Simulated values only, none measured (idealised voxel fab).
The process module presented herein is designated voxel fin reveal.
Pictured: cross-section cut, 275 nm wide, on a grid of 5 nm square cells.
Format of a cross-section: grid, square cells. Given as bands. Order: top down. Band: one or more rows of cells.
Band entry format. Leading values: height of top, height of bottom, nm. Remainder: materials in left-to-right order, each with its width in nm. Special words: "all across" on a single material, which then fills the band edge to edge; "air", empty space.
Basically, 0 is our baseline, since under it the wafer straight out of the box is all one material. The bottom band has no lower end and keeps on going down, so it looks like "top 0, no bottom".
A width given as "30->40" starts at the first number in the band's top row and ends at the second number in its bottom row, shifting by an equal amount at every step from row to row.
Reading "no change" for a step: not a cell of the cross-section changed in it.
"Enclosed void entries" means: voids of 8 cells or more that are shut off from the top with no open way through. Written width x height at distance, distance from the left edge, in nm.
The remark found on a step's line after its settings is issued by the simulator itself and pertains to that step.
"overlay nm" on a masked step: distance the mask lay right of its planned place, negative for left.

-- Planned process steps
1: RECEIVE [material Si]
2: CONFORMAL_DEP [material SiN] [thk nm 10]
3: MASKED_ETCH [tone cover] [mask id FINS] [width nm 15] [pitch nm 45] [etch materials SiN] [depth nm 10] [overlay nm 0]
4: MASKED_ETCH [tone cover] [mask id FINS] [width nm 15] [pitch nm 45] [etch materials Si] [depth nm 35] [overlay nm 0]
5: OXIDIZE [depth nm 5]
6: FILL_DEP [material SiO2] [thk nm 15]
7: CMP [height nm 10]
8: SELECTIVE_ETCH [etch materials SiO2] [depth nm 20]
9: STRIP [etch materials SiN]

-- Below: the first of two wafers, run as planned

-- Cross-section of the wafer upon arrival, representing the state reached after step 1
> top 0, no bottom: Si all across
> Enclosed void entries: none

-- State of the wafer after step 2, shown in cross-section
> top 10, bottom 0: SiN all across
> Under the height 0 nothing was changed.

-- State of the wafer after step 3, shown in cross-section
> top 10, bottom 0: 60 air, 15 SiN, 30 air, 15 SiN, 30 air, 15 SiN, 30 air, 15 SiN, 65 air
> Under the height 0 nothing was changed.

-- State of the wafer after step 4, shown in cross-section
> top 10, bottom 0: 60 air, 15 SiN, 30 air, 15 SiN, 30 air, 15 SiN, 30 air, 15 SiN, 65 air
> top 0, bottom -35: 60 air, 15 Si, 30 air, 15 Si, 30 air, 15 Si, 30 air, 15 Si, 65 air
> Under the height -35 nothing was changed.

-- State of the wafer after step 5, shown in cross-section
> top 10, bottom 0: 60 air, 15 SiN, 30 air, 15 SiN, 30 air, 15 SiN, 30 air, 15 SiN, 65 air
> top 0, bottom -35: 60 air, 5 SiO2, 5 Si, 5 SiO2, 30 air, 5 SiO2, 5 Si, 5 SiO2, 30 air, 5 SiO2, 5 Si, 5 SiO2, 30 air, 5 SiO2, 5 Si, 5 SiO2, 65 air
> top -35, bottom -40: 65 SiO2, 5 Si, 40 SiO2, 5 Si, 40 SiO2, 5 Si, 40 SiO2, 5 Si, 70 SiO2
> Under the height -40 nothing was changed.

-- State of the wafer after step 6, shown in cross-section
> top 25, bottom 10: SiO2 all across
> top 10, bottom 0: 60 SiO2, 15 SiN, 30 SiO2, 15 SiN, 30 SiO2, 15 SiN, 30 SiO2, 15 SiN, 65 SiO2
> top 0, bottom -40: 65 SiO2, 5 Si, 40 SiO2, 5 Si, 40 SiO2, 5 Si, 40 SiO2, 5 Si, 70 SiO2
> Under the height -40 nothing was changed.

-- State of the wafer after step 7, shown in cross-section
> top 10, bottom 0: 60 SiO2, 15 SiN, 30 SiO2, 15 SiN, 30 SiO2, 15 SiN, 30 SiO2, 15 SiN, 65 SiO2
> Under the height 0 nothing was changed.

-- State of the wafer after step 8, shown in cross-section
> top 10, bottom 0: 60 air, 15 SiN, 30 air, 15 SiN, 30 air, 15 SiN, 30 air, 15 SiN, 65 air
> top 0, bottom -10: 65 air, 5 Si, 40 air, 5 Si, 40 air, 5 Si, 40 air, 5 Si, 70 air
> Under the height -10 nothing was changed.

-- State of the wafer after step 9, shown in cross-section
> top 0, bottom -10: 65 air, 5 Si, 40 air, 5 Si, 40 air, 5 Si, 40 air, 5 Si, 70 air
> Under the height -10 nothing was changed.

-- Second of two: same start, same plan, one run error; steps up to and including 2 match the first

-- Second wafer, section view, time point: scheduled end of step 3
> top 10, bottom 0: 55 air, 25 SiN, 20 air, 25 SiN, 20 air, 25 SiN, 20 air, 25 SiN, 60 air
> Under the height 0 nothing was changed.

-- Second wafer, section view, time point: scheduled end of step 4
> top 10, bottom 0: 55 air, 25 SiN, 20 air, 25 SiN, 20 air, 25 SiN, 20 air, 25 SiN, 60 air
> top 0, bottom -35: 55 air, 25 Si, 20 air, 25 Si, 20 air, 25 Si, 20 air, 25 Si, 60 air
> Under the height -35 nothing was changed.

-- Second wafer, section view, time point: scheduled end of step 5
> top 10, bottom 0: 55 air, 25 SiN, 20 air, 25 SiN, 20 air, 25 SiN, 20 air, 25 SiN, 60 air
> top 0, bottom -35: 55 air, 5 SiO2, 15 Si, 5 SiO2, 20 air, 5 SiO2, 15 Si, 5 SiO2, 20 air, 5 SiO2, 15 Si, 5 SiO2, 20 air, 5 SiO2, 15 Si, 5 SiO2, 60 air
> top -35, bottom -40: 60 SiO2, 15 Si, 30 SiO2, 15 Si, 30 SiO2, 15 Si, 30 SiO2, 15 Si, 65 SiO2
> Under the height -40 nothing was changed.

-- Second wafer, section view, time point: scheduled end of step 6
> top 25, bottom 10: SiO2 all across
> top 10, bottom 0: 55 SiO2, 25 SiN, 20 SiO2, 25 SiN, 20 SiO2, 25 SiN, 20 SiO2, 25 SiN, 60 SiO2
> top 0, bottom -40: 60 SiO2, 15 Si, 30 SiO2, 15 Si, 30 SiO2, 15 Si, 30 SiO2, 15 Si, 65 SiO2
> Under the height -40 nothing was changed.

-- Second wafer, section view, time point: scheduled end of step 7
> top 10, bottom 0: 55 SiO2, 25 SiN, 20 SiO2, 25 SiN, 20 SiO2, 25 SiN, 20 SiO2, 25 SiN, 60 SiO2
> Under the height 0 nothing was changed.

-- Second wafer, section view, time point: scheduled end of step 8
> top 10, bottom 0: 55 air, 25 SiN, 20 air, 25 SiN, 20 air, 25 SiN, 20 air, 25 SiN, 60 air
> top 0, bottom -10: 60 air, 15 Si, 30 air, 15 Si, 30 air, 15 Si, 30 air, 15 Si, 65 air
> Under the height -10 nothing was changed.

-- Second wafer, section view, time point: scheduled end of step 9
> top 0, bottom -10: 60 air, 15 Si, 30 air, 15 Si, 30 air, 15 Si, 30 air, 15 Si, 65 air
> Under the height -10 nothing was changed.
Heads up, the wafer didn't run the way we planned it: step 3 ran as: MASKED_ETCH [tone cover] [mask id FINS] [width nm 25] [pitch nm 45] [etch materials SiN] [depth nm 10] [overlay nm 0]
Looking at both finished wafers in cells, the second ends up ahead of or behind the first on some materials: Si: 64 more | SiO2: 48 fewer
